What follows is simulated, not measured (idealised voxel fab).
Presented below is a process module, voxel trench capacitor.
It is cross-section cut that appears here, measuring 180 nm in width, its square cells being 5 nm in size.
When this document writes out a cross-section, it uses a grid of square cells and lists it as bands, beginning at the top and moving down, with a band standing for one or more rows of cells. Look at the band entry: it leads with the top's height and the bottom's height in nm. Then it lists the materials left to right, with a width in nm for each. The word "all across" on a single material says that material fills the band edge to edge. The word "air" is empty space. Height reference: 0 = level under which incoming wafer is all one material. Lowest band: no bottom, runs on downward, e.g. "0 down". Quick explanation for "30..40": the width changes in equal steps down the rows of cells, from the first number in the band's top row to the second number in its bottom row. "nothing different" for a step: no cell of the cross-section changed in that step. "closed voids" contains a list of empty spaces, each no smaller than 8 cells and without an open way to the top, written in the form width x height at distance with the distance from the left edge and all three in nm. Post-settings text on a step line: simulator's own remark regarding the step. On any step carrying a mask, the "overlay nm" setting, if present on the step's line, tells how far right of its planned place the mask lay; negative values point to the left.

These are the steps we planned for the process:
1: RECEIVE (material Si)
2: CONFORMAL_DEP (material SiN; thk nm 10)
3: DIRECTIONAL_DEP (material aC; thk nm 10)
4: PATTERN (tone open; mask id TRENCH; material resist; width nm 25; pitch nm 55; thk nm 25; overlay nm 0)
5: DIRECTIONAL_ETCH (etch materials aC; depth nm 5)
6: STRIP (etch materials resist)
7: DIRECTIONAL_ETCH (etch materials SiN; depth nm 10)
8: DIRECTIONAL_ETCH (etch materials Si; depth nm 40)
9: STRIP (etch materials aC)
10: CONFORMAL_DEP (material SiO2; thk nm 5)
11: FILL_DEP (material polySi; thk nm 10)
12: CMP (height nm 10)
For this document, wafers share an identical start and vary in the step 5 depth nm; the plan quotes the first wafer's value.

This is how the first of several wafers looked in cross-section when it arrived, which is after step 1:
* 0 down: Si all across
* closed voids: none

Where each wafer stands at the end of the module, a row apiece: cells of each material gained (+) or lost (-) since it was received, then closed voids:
depth nm 5, +72 SiN, closed voids: none
depth nm 10, -80 Si, +52 SiN, +46 SiO2, +54 polySi, closed voids: none
depth nm 15, -80 Si, +52 SiN, +46 SiO2, +54 polySi, closed voids: none
depth nm 20, -80 Si, +52 SiN, +46 SiO2, +54 polySi, closed voids: none
depth nm 25, -80 Si, +52 SiN, +46 SiO2, +54 polySi, closed voids: none
